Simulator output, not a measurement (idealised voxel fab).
process module | voxel transistor to metal
cross-section cut | 260 nm wide | cells 5 nm
A cross-section is a grid of square cells, given in bands from the top down. A band is one or more rows of cells.
Each band's line starts with the height of the band's top and of its bottom, in nm. Then come its materials from left to right, each with its width in nm. One material with "throughout" fills the band from edge to edge. "air" is empty space.
Height 0 is the level under which the wafer as received is all one material. The lowest band goes on downwards, as in "0 down".
A width such as "30 to 40" changes by the same amount from each row of cells to the next, from the band's top row to its bottom row.
"no change" after a step means that no cell of the cross-section changed.
closed voids: empty space of 8 cells or more with no open way to the top, each as width x height at its distance from the left edge, in nm
after a step's settings: what the simulator itself notes on the step
overlay nm, on a step with a mask: how far to the right of its planned place the mask lay; to the left if negative
plan
1 op RECEIVE | material Si
2 op CONFORMAL_DEP | material SiO2 | thk nm 5
3 op CONFORMAL_DEP | material SiN | thk nm 15
4 op PATTERN | tone cover | mask id ACTIVE | material resist | width nm 90 | pitch nm 120 | thk nm 20 | overlay nm 0
5 op DIRECTIONAL_ETCH | etch materials SiN | depth nm 15
6 op DIRECTIONAL_ETCH | etch materials SiO2 | depth nm 5
7 op DIRECTIONAL_ETCH | etch materials Si | depth nm 30
8 op STRIP | etch materials resist
9 op FILL_DEP | material SiO2 | thk nm 5
10 op CMP | height nm 20
11 op SELECTIVE_ETCH | etch materials SiO2 | depth nm 15
12 op STRIP | etch materials SiN
13 op SELECTIVE_ETCH | etch materials SiO2 | depth nm 5
14 op OXIDIZE | depth nm 5
15 op DIRECTIONAL_DEP | material polySi | thk nm 25
16 op DIRECTIONAL_DEP | material SiCN | thk nm 10
17 op MASKED_ETCH | tone cover | mask id GATE | width nm 20 | pitch nm 120 | etch materials SiCN | depth nm 20 | overlay nm 0
18 op MASKED_ETCH | tone cover | mask id GATE | width nm 20 | pitch nm 120 | etch materials polySi | depth nm 35 | overlay nm 0
19 op CONFORMAL_DEP | material SiN | thk nm 5
20 op DIRECTIONAL_ETCH | etch materials SiN | depth nm 5
21 op DIRECTIONAL_ETCH | etch materials SiO2 | depth nm 5
22 op EPI | material SiGe | thk nm 5
23 op FILL_DEP | material SiO2 | thk nm 5
24 op CMP | height nm 35
25 op DIRECTIONAL_DEP | material SiO2 | thk nm 10
26 op DIRECTIONAL_DEP | material aC | thk nm 15
27 op PATTERN | tone open | mask id CONTACT | material resist | width nm 25 | thk nm 30 | overlay nm 0
28 op DIRECTIONAL_ETCH | etch materials aC | depth nm 15
29 op STRIP | etch materials resist
30 op DIRECTIONAL_ETCH | etch materials SiO2 | depth nm 45
31 op STRIP | etch materials aC
32 op CONFORMAL_DEP | material TiN | thk nm 5
33 op FILL_DEP | material W | thk nm 10
34 op CMP | height nm 45
35 op CONFORMAL_DEP | material SiN | thk nm 5
36 op DIRECTIONAL_DEP | material SiO2 | thk nm 25
37 op DIRECTIONAL_DEP | material aC | thk nm 15
38 op PATTERN | tone open | mask id METAL_1 | material resist | width nm 15 | thk nm 35 | overlay nm 0
39 op DIRECTIONAL_ETCH | etch materials aC | depth nm 15
40 op STRIP | etch materials resist
41 op DIRECTIONAL_ETCH | etch materials SiO2 | depth nm 25
42 op DIRECTIONAL_ETCH | etch materials SiN | depth nm 5
43 op STRIP | etch materials aC
44 op CONFORMAL_DEP | material TiN | thk nm 5
45 op FILL_DEP | material Cu | thk nm 5
46 op CMP | height nm 75
47 op EPI | material Ru | thk nm 5
48 op FILL_DEP | material SiCN | thk nm 5
49 op DIRECTIONAL_DEP | material lowk | thk nm 25
50 op PATTERN | tone open | mask id METAL_2 | material resist | width nm 15 | pitch nm 120 | thk nm 15 | overlay nm 0
51 op DIRECTIONAL_ETCH | etch materials lowk | depth nm 15
52 op STRIP | etch materials resist
53 op DIRECTIONAL_DEP | material aC | thk nm 10
54 op PATTERN | tone open | mask id METAL_2_HOLES | material resist | width nm 15 | pitch nm 120 | thk nm 30 | overlay nm 0
55 op DIRECTIONAL_ETCH | etch materials aC | depth nm 10
56 op STRIP | etch materials resist
57 op DIRECTIONAL_ETCH | etch materials lowk | depth nm 10
58 op DIRECTIONAL_ETCH | etch materials SiCN | depth nm 5
59 op STRIP | etch materials aC
60 op CONFORMAL_DEP | material TiN | thk nm 5
61 op FILL_DEP | material Cu | thk nm 5
62 op CMP | height nm 110
63 op CONFORMAL_DEP | material SiN | thk nm 5
as received, after step 1
  0 down: Si throughout
  closed voids: none
first wafer at the end, as planned
  115 to 110: SiN throughout
  110 to 85: lowk 30 | TiN 5 | Cu 5 | TiN 5 | lowk 105 | TiN 5 | Cu 5 | TiN 5 | lowk 95
  85 to 80: SiCN 30 | TiN 15 | SiCN 105 | TiN 15 | SiCN 95
  80 to 75: SiCN 25 | Ru 25 | SiCN 40 | Ru 25 | SiCN 30 | Ru 25 | SiCN 40 | Ru 25 | SiCN 25
  75 to 50: SiO2 30 | TiN 5 | Cu 5 | TiN 5 | SiO2 50 | TiN 5 | Cu 5 | TiN 5 | SiO2 40 | TiN 5 | Cu 5 | TiN 5 | SiO2 50 | TiN 5 | Cu 5 | TiN 5 | SiO2 30
  50 to 45: SiN 30 | TiN 15 | SiN 50 | TiN 15 | SiN 40 | TiN 15 | SiN 50 | TiN 15 | SiN 30
  45 to 35: SiO2 30 | TiN 5 | W 15 | TiN 5 | SiO2 30 | TiN 5 | W 15 | TiN 5 | SiO2 40 | TiN 5 | W 15 | TiN 5 | SiO2 30 | TiN 5 | W 15 | TiN 5 | SiO2 30
  35 to 25: SiO2 30 | TiN 5 | W 15 | TiN 5 | SiN 5 | SiCN 20 | SiN 5 | TiN 5 | W 15 | TiN 5 | SiO2 40 | TiN 5 | W 15 | TiN 5 | SiN 5 | SiCN 20 | SiN 5 | TiN 5 | W 15 | TiN 5 | SiO2 30
  25 to 5: SiO2 30 | TiN 5 | W 15 | TiN 5 | SiN 5 | polySi 20 | SiN 5 | TiN 5 | W 15 | TiN 5 | SiO2 40 | TiN 5 | W 15 | TiN 5 | SiN 5 | polySi 20 | SiN 5 | TiN 5 | W 15 | TiN 5 | SiO2 30
  5 to 0: SiO2 30 | TiN 25 | SiN 5 | polySi 20 | SiN 5 | TiN 25 | SiO2 40 | TiN 25 | SiN 5 | polySi 20 | SiN 5 | TiN 25 | SiO2 30
  0 to -5: SiO2 20 | SiGe 35 | SiO2 30 | SiGe 35 | SiO2 20 | SiGe 35 | SiO2 30 | SiGe 35 | SiO2 20
  -5 to -30: SiO2 25 | Si 90 | SiO2 30 | Si 90 | SiO2 25
  -30 down: Si throughout
  closed voids: none
second wafer at the end: like start, like plan, one mistake
  115 to 110: SiN throughout
  110 to 85: lowk 30 | TiN 5 | Cu 5 | TiN 5 | lowk 105 | TiN 5 | Cu 5 | TiN 5 | lowk 95
  85 to 80: SiCN 30 | TiN 15 | SiCN 105 | TiN 15 | SiCN 95
  80 to 75: SiCN 25 | Ru 25 | SiCN 40 | Ru 25 | SiCN 30 | Ru 25 | SiCN 40 | Ru 25 | SiCN 25
  75 to 50: SiO2 30 | TiN 5 | Cu 5 | TiN 5 | SiO2 50 | TiN 5 | Cu 5 | TiN 5 | SiO2 40 | TiN 5 | Cu 5 | TiN 5 | SiO2 50 | TiN 5 | Cu 5 | TiN 5 | SiO2 30
  50 to 45: SiN 30 | TiN 15 | SiN 50 | TiN 15 | SiN 40 | TiN 15 | SiN 50 | TiN 15 | SiN 30
  45 to 35: SiO2 30 | TiN 5 | W 15 | TiN 5 | SiO2 30 | TiN 5 | W 15 | TiN 5 | SiO2 40 | TiN 5 | W 15 | TiN 5 | SiO2 30 | TiN 5 | W 15 | TiN 5 | SiO2 30
  35 to 25: SiO2 30 | TiN 5 | W 15 | TiN 5 | SiN 5 | SiCN 20 | SiN 5 | TiN 5 | W 15 | TiN 5 | SiO2 40 | TiN 5 | W 15 | TiN 5 | SiN 5 | SiCN 20 | SiN 5 | TiN 5 | W 15 | TiN 5 | SiO2 30
  25 to 5: SiO2 30 | TiN 5 | W 15 | TiN 5 | SiN 5 | polySi 20 | SiN 5 | TiN 5 | W 15 | TiN 5 | SiO2 40 | TiN 5 | W 15 | TiN 5 | SiN 5 | polySi 20 | SiN 5 | TiN 5 | W 15 | TiN 5 | SiO2 30
  5 to 0: SiO2 30 | TiN 25 | SiN 5 | polySi 20 | SiN 5 | TiN 25 | SiO2 40 | TiN 25 | SiN 5 | polySi 20 | SiN 5 | TiN 25 | SiO2 30
  0 to -5: SiO2 15 | SiGe 40 | SiO2 30 | SiGe 30 | SiO2 20 | SiGe 40 | SiO2 30 | SiGe 30 | SiO2 25
  -5 to -30: SiO2 20 | Si 90 | SiO2 30 | Si 90 | SiO2 30
  -30 down: Si throughout
  closed voids: none
what went wrong: step 4 ran as: op PATTERN | tone cover | mask id ACTIVE | material resist | width nm 90 | pitch nm 120 | thk nm 20 | overlay nm -5
at the end the second wafer has, in cells: as many of each material as the first, in other places
